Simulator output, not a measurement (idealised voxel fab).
process module | voxel released beams
cross-section cut | 155 nm wide | cells 5 nm
A cross-section is a grid of square cells, given in bands from the top down. A band is one or more rows of cells.
Each band's line starts with the height of the band's top and of its bottom, in nm. Then come its materials from left to right, each with its width in nm. One material with "throughout" fills the band from edge to edge. "air" is empty space.
Height 0 is the level under which the wafer as received is all one material. The lowest band goes on downwards, as in "0 down".
A width such as "30 to 40" changes by the same amount from each row of cells to the next, from the band's top row to its bottom row.
"no change" after a step means that no cell of the cross-section changed.
closed voids: empty space of 8 cells or more with no open way to the top, each as width x height at its distance from the left edge, in nm
after a step's settings: what the simulator itself notes on the step
overlay nm, on a step with a mask: how far to the right of its planned place the mask lay; to the left if negative
plan
1 op RECEIVE | material Si
2 op CONFORMAL_DEP | material SiN | thk nm 10
3 op DIRECTIONAL_DEP | material SiO2 | thk nm 20
4 op PATTERN | tone open | mask id ANCHOR | material resist | width nm 45 | thk nm 20 | overlay nm 0
5 op DIRECTIONAL_ETCH | etch materials SiO2 | depth nm 20
6 op STRIP | etch materials resist
7 op CONFORMAL_DEP | material TiN | thk nm 15
8 op MASKED_ETCH | tone cover | mask id BEAM | width nm 110 | etch materials TiN | depth nm 15 | overlay nm 0
9 op STRIP | etch materials SiO2
as received, after step 1
  0 down: Si throughout
  closed voids: none
first wafer at the end, as planned
  45 to 30: air 20 | TiN 20 | air 15 | TiN 75 | air 25
  30 to 25: air 25 | TiN 15 | air 15 | TiN 15 | air 85
  25 to 10: air 25 | TiN 45 | air 85
  10 to 0: SiN throughout
  0 down: Si throughout
  closed voids: none
second wafer at the end: like start, like plan, one mistake
  60 to 45: air 20 | TiN 110 | air 25
  45 to 30: TiN throughout
  30 to 10: SiO2 25 | TiN 45 | SiO2 85
  10 to 0: SiN throughout
  0 down: Si throughout
  closed voids: none
what went wrong: step 7 was run twice
at the end the second wafer has, in cells: 88 more of SiO2 | 105 more of TiN
